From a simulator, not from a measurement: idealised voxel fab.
process module | voxel lift off
cross-section cut | 190 nm wide | cells 5 nm
A cross-section is a grid of square cells, given in bands from the top down. A band is one or more rows of cells.
Each band's line starts with the height of the band's top and of its bottom, in nm. Then come its materials from left to right, each with its width in nm. One material with "throughout" fills the band from edge to edge. "air" is empty space.
Height 0 is the level under which the wafer as received is all one material. The lowest band goes on downwards, as in "0 down".
A width such as "30 to 40" changes by the same amount from each row of cells to the next, from the band's top row to its bottom row.
"no change" after a step means that no cell of the cross-section changed.
closed voids: empty space of 8 cells or more with no open way to the top, each as width x height at its distance from the left edge, in nm
after a step's settings: what the simulator itself notes on the step
overlay nm, on a step with a mask: how far to the right of its planned place the mask lay; to the left if negative
plan
1 op RECEIVE | material Si
2 op CONFORMAL_DEP | material SiN | thk nm 15
3 op PATTERN | tone open | mask id LINES | material resist | width nm 25 | pitch nm 55 | thk nm 20 | overlay nm 0
4 op DIRECTIONAL_DEP | material Ru | thk nm 5
5 op STRIP | etch materials resist
6 op CONFORMAL_DEP | material SiCN | thk nm 5
first wafer, as planned
as received, after step 1
  0 down: Si throughout
  closed voids: none
after step 2
  15 to 0: SiN throughout
  below 0: unchanged
after step 3
  35 to 15: resist 25 | air 25 | resist 30 | air 25 | resist 30 | air 25 | resist 30
  below 15: unchanged
after step 4
  40 to 35: Ru 25 | air 25 | Ru 30 | air 25 | Ru 30 | air 25 | Ru 30
  35 to 20: resist 25 | air 25 | resist 30 | air 25 | resist 30 | air 25 | resist 30
  20 to 15: resist 25 | Ru 25 | resist 30 | Ru 25 | resist 30 | Ru 25 | resist 30
  below 15: unchanged
after step 5
  20 to 15: air 25 | Ru 25 | air 30 | Ru 25 | air 30 | Ru 25 | air 30
  below 15: unchanged
after step 6
  25 to 20: air 20 | SiCN 35 | air 20 | SiCN 35 | air 20 | SiCN 35 | air 25
  20 to 15: SiCN 25 | Ru 25 | SiCN 30 | Ru 25 | SiCN 30 | Ru 25 | SiCN 30
  below 15: unchanged
second wafer: like start, like plan, one mistake. Through step 2 it matches the first wafer
when step 3 should have ended
  35 to 15: resist 30 | air 25 | resist 30 | air 25 | resist 30 | air 25 | resist 25
  below 15: unchanged
when step 4 should have ended
  40 to 35: Ru 30 | air 25 | Ru 30 | air 25 | Ru 30 | air 25 | Ru 25
  35 to 20: resist 30 | air 25 | resist 30 | air 25 | resist 30 | air 25 | resist 25
  20 to 15: resist 30 | Ru 25 | resist 30 | Ru 25 | resist 30 | Ru 25 | resist 25
  below 15: unchanged
when step 5 should have ended
  20 to 15: air 30 | Ru 25 | air 30 | Ru 25 | air 30 | Ru 25 | air 25
  below 15: unchanged
when step 6 should have ended
  25 to 20: air 25 | SiCN 35 | air 20 | SiCN 35 | air 20 | SiCN 35 | air 20
  20 to 15: SiCN 30 | Ru 25 | SiCN 30 | Ru 25 | SiCN 30 | Ru 25 | SiCN 25
  below 15: unchanged
what went wrong: step 3 ran as: op PATTERN | tone open | mask id LINES | material resist | width nm 25 | pitch nm 55 | thk nm 20 | overlay nm 5
at the end the second wafer has, in cells: as many of each material as the first, in other places
